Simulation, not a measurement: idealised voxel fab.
process module | voxel air gaps
cross-section cut | 300 nm wide | cells 5 nm
If you're reading a cross-section in this doc, picture square cells in a grid; it comes to you as bands, top ones listed first down to the bottom, and a band can be one or more rows of cells. The entry gives the band's vertical extent as a top height and a bottom height in nm, then its horizontal make-up as materials from left to right, each with a width in nm. "air" stands for empty space; a single material marked "edge to edge" fills the band edge to edge. We count height from 0. Below that, the starting wafer is all one material. The lowest band never ends at the bottom but goes on down; see "0 down" for how that is written. With a width like "30->40", each row of cells in the band differs from the next by the same amount, the top row carrying the first number and the bottom row the second. When a step is marked "all unchanged", none of the cells in the cross-section changed during that step. Voids not open to the top, 8 cells minimum: see "Closed void inventory". Written width x height at distance; distance is from the left edge; nm. after a step's settings: what the simulator itself notes on the step. overlay nm: mask offset rightward from planned place, masked step; negative means leftward offset.
**Process steps - plan**
| 1 | RECEIVE | material Si |
| 2 | CONFORMAL_DEP | material SiO2 | thk nm 15 |
| 3 | CONFORMAL_DEP | material SiN | thk nm 5 |
| 4 | DIRECTIONAL_DEP | material lowk | thk nm 35 |
| 5 | PATTERN | tone open | mask id LINES | material resist | width nm 15 | pitch nm 40 | thk nm 15 | overlay nm 0 |
| 6 | DIRECTIONAL_ETCH | etch materials lowk | depth nm 35 |
| 7 | STRIP | etch materials resist |
| 8 | CONFORMAL_DEP | material TiN | thk nm 5 |
| 9 | FILL_DEP | material Ru | thk nm 5 |
| 10 | CMP | height nm 55 |
| 11 | EPI | material Ru | thk nm 10 |
| 12 | SELECTIVE_ETCH | etch materials lowk | depth nm 45 |
| 13 | CONFORMAL_DEP | material SiCN | thk nm 5 |
**Cross-section of the wafer at receipt, which is the condition after step 1**
* 0 down: Si edge to edge
* Closed void inventory: none
**Cross-section at module end, one run error; start and plan unchanged from above**
* 70 to 65: 55 air / 165 SiCN / 80 air
* 65 to 55: 55 air / 5 SiCN / 35 Ru / 5 SiCN / 35 Ru / 5 SiCN / 35 Ru / 5 SiCN / 35 Ru / 5 SiCN / 80 air
* 55 to 50: 55 air / 15 SiCN / 5 TiN / 5 Ru / 5 TiN / 25 SiCN / 5 TiN / 5 Ru / 5 TiN / 25 SiCN / 5 TiN / 5 Ru / 5 TiN / 25 SiCN / 5 TiN / 5 Ru / 5 TiN / 15 SiCN / 80 air
* 50 to 25: 65 air / 5 SiCN / 5 TiN / 5 Ru / 5 TiN / 5 SiCN / 15 air / 5 SiCN / 5 TiN / 5 Ru / 5 TiN / 5 SiCN / 15 air / 5 SiCN / 5 TiN / 5 Ru / 5 TiN / 5 SiCN / 15 air / 5 SiCN / 5 TiN / 5 Ru / 5 TiN / 5 SiCN / 90 air
* 25 to 20: 70 SiCN / 15 TiN / 25 SiCN / 15 TiN / 25 SiCN / 15 TiN / 25 SiCN / 15 TiN / 95 SiCN
* 20 to 15: SiN edge to edge
* 15 to 0: SiO2 edge to edge
* 0 down: Si edge to edge
* Closed void inventory: 15 x 25 at 90; 15 x 25 at 130; 15 x 25 at 170
Heads up, the wafer didn't run the way we planned it: not per plan at step 5, really ran PATTERN | tone open | mask id LINES | material resist | width nm 15 | pitch nm 40 | thk nm 15 | overlay nm -10
